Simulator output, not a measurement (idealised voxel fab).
Title: Process Module voxel released beams
The figure presents cross-section cut, which has a width of 300 nm and is divided into square cells with an edge length of 5 nm.
Cross-section, as written here: a square-cell grid given band by band from the top down, where a band holds one or more rows of cells.
Basically the band line says how high the top is and how high the bottom is, in nm, and then what's in it from left to right, every material with its width in nm. Empty space shows up as "empty", and if a single material carries "throughout" it runs the full band edge to edge.
For the purposes of this specification, 0 denotes the height below which the wafer in its as-received condition is composed wholly of one material, and the lowermost band, lacking a lower limit, extends downward without end, as expressed in "top 0, no bottom".
It should be noted that a width expressed as "30..40" varies in equal increments from row to row of cells within the band, taking the value of the first number at the top row and that of the second number at the bottom row.
Where the words "remained unchanged" appear for a step, the cross-section shows no cell changed by that step; every cell remained as before.
This entry, "Closed void inventory", enumerates those empty regions of no fewer than 8 cells that possess no open connection to the top. Each region is reported in the form width x height at distance, the distance being taken from the left edge, with all three quantities expressed in nm.
Where a step's line continues beyond its settings, the continuation is a remark by the simulator itself on that step.
What "overlay nm" on a step's line means: if the step has a mask, that mask lay this far to the right of its planned place, or, when the value is negative, to the left.

Plan
1 op RECEIVE | material Si
2 op CONFORMAL_DEP | material Al2O3 | thk nm 10
3 op DIRECTIONAL_DEP | material SiO2 | thk nm 15
4 op MASKED_ETCH | tone open | mask id ANCHOR | width nm 35 | etch materials SiO2 | depth nm 15 | overlay nm 0
5 op CONFORMAL_DEP | material W | thk nm 10
6 op PATTERN | tone cover | mask id BEAM | material resist | width nm 100 | thk nm 20 | overlay nm 0
7 op DIRECTIONAL_ETCH | etch materials W | depth nm 10
8 op STRIP | etch materials resist
9 op STRIP | etch materials SiO2

Run as planned: first of two wafers

Cross-section, incoming material, after step 1
top 0, no bottom | Si throughout
Closed void inventory: none

Upon completion of step 2, the wafer appears in cross-section as shown
top 10, bottom 0 | Al2O3 throughout
Below 0, no change.

Upon completion of step 3, the wafer appears in cross-section as shown
top 25, bottom 10 | SiO2 throughout
Below 10, no change.

Upon completion of step 4, the wafer appears in cross-section as shown
top 25, bottom 10 | 100 SiO2; 35 empty; 165 SiO2
Below 10, no change.

Upon completion of step 5, the wafer appears in cross-section as shown
top 35, bottom 25 | 110 W; 15 empty; 175 W
top 25, bottom 20 | 100 SiO2; 10 W; 15 empty; 10 W; 165 SiO2
top 20, bottom 10 | 100 SiO2; 35 W; 165 SiO2
Below 10, no change.

Upon completion of step 6, the wafer appears in cross-section as shown
top 55, bottom 35 | 95 empty; 100 resist; 105 empty
top 35, bottom 25 | 110 W; 15 resist; 175 W
top 25, bottom 20 | 100 SiO2; 10 W; 15 resist; 10 W; 165 SiO2
Below 20, no change.

Upon completion of step 7, the wafer appears in cross-section as shown
top 55, bottom 35 | 95 empty; 100 resist; 105 empty
top 35, bottom 25 | 95 empty; 15 W; 15 resist; 70 W; 105 empty
Below 25, no change.

Upon completion of step 8, the wafer appears in cross-section as shown
top 35, bottom 25 | 95 empty; 15 W; 15 empty; 70 W; 105 empty
top 25, bottom 20 | 100 SiO2; 10 W; 15 empty; 10 W; 165 SiO2
Below 20, no change.

Upon completion of step 9, the wafer appears in cross-section as shown
top 35, bottom 25 | 95 empty; 15 W; 15 empty; 70 W; 105 empty
top 25, bottom 20 | 100 empty; 10 W; 15 empty; 10 W; 165 empty
top 20, bottom 10 | 100 empty; 35 W; 165 empty
Below 10, no change.

The remaining wafer, second of the two, started like the first and was run to the same plan, except that one mistake was made along the way; the two coincide through step 8, inclusive

Look at the second wafer in cross-section at the time step 9 ought to have finished
top 35, bottom 25 | 95 empty; 15 W; 15 empty; 70 W; 105 empty
top 25, bottom 20 | 100 empty; 10 W; 15 empty; 10 W; 165 empty
top 20, bottom 10 | 100 empty; 35 W; 165 empty
Below 10, no change.
It is concluded that the wafer was processed incorrectly with respect to the plan, in that step 9 was run twice
Upon completion, the cross-sectional profiles of the two wafers are identical; consequently, the error exerts no influence on the quantities computed by this model.
